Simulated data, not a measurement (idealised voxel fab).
process module | voxel fin reveal
cross-section cut | 210 nm wide | cells 5 nm
A cross-section is a grid of square cells, given in bands from the top down. A band is one or more rows of cells.
Each band's line starts with the height of the band's top and of its bottom, in nm. Then come its materials from left to right, each with its width in nm. One material with "throughout" fills the band from edge to edge. "air" is empty space.
Height 0 is the level under which the wafer as received is all one material. The lowest band goes on downwards, as in "0 down".
A width such as "30 to 40" changes by the same amount from each row of cells to the next, from the band's top row to its bottom row.
"no change" after a step means that no cell of the cross-section changed.
closed voids: empty space of 8 cells or more with no open way to the top, each as width x height at its distance from the left edge, in nm
after a step's settings: what the simulator itself notes on the step
overlay nm, on a step with a mask: how far to the right of its planned place the mask lay; to the left if negative
plan
1 op RECEIVE | material Si
2 op CONFORMAL_DEP | material SiN | thk nm 10
3 op DIRECTIONAL_DEP | material aC | thk nm 15
4 op PATTERN | tone cover | mask id FINS | material resist | width nm 15 | pitch nm 40 | thk nm 30 | overlay nm 0
5 op DIRECTIONAL_ETCH | etch materials aC | depth nm 15
6 op STRIP | etch materials resist
7 op DIRECTIONAL_ETCH | etch materials SiN | depth nm 10
8 op DIRECTIONAL_ETCH | etch materials Si | depth nm 30
9 op STRIP | etch materials aC
10 op FILL_DEP | material SiO2 | thk nm 15
11 op CMP | height nm 10
12 op SELECTIVE_ETCH | etch materials SiO2 | depth nm 30
13 op STRIP | etch materials SiN
14 op CONFORMAL_DEP | material HfO2 | thk nm 5
as received, after step 1
  0 down: Si throughout
  closed voids: none
first wafer at the end, as planned
  5 to 0: air 70 | HfO2 25 | air 15 | HfO2 25 | air 75
  0 to -15: air 70 | HfO2 5 | Si 15 | HfO2 5 | air 15 | HfO2 5 | Si 15 | HfO2 5 | air 75
  -15 to -20: HfO2 75 | Si 15 | HfO2 25 | Si 15 | HfO2 80
  -20 to -30: SiO2 75 | Si 15 | SiO2 25 | Si 15 | SiO2 80
  -30 down: Si throughout
  closed voids: none
second wafer at the end: like start, like plan, one mistake
  0 to -20: air 75 | Si 15 | air 25 | Si 15 | air 80
  -20 to -30: SiO2 75 | Si 15 | SiO2 25 | Si 15 | SiO2 80
  -30 down: Si throughout
  closed voids: none
what went wrong: step 14 was left out
at the end the second wafer has, in cells: 58 fewer of HfO2
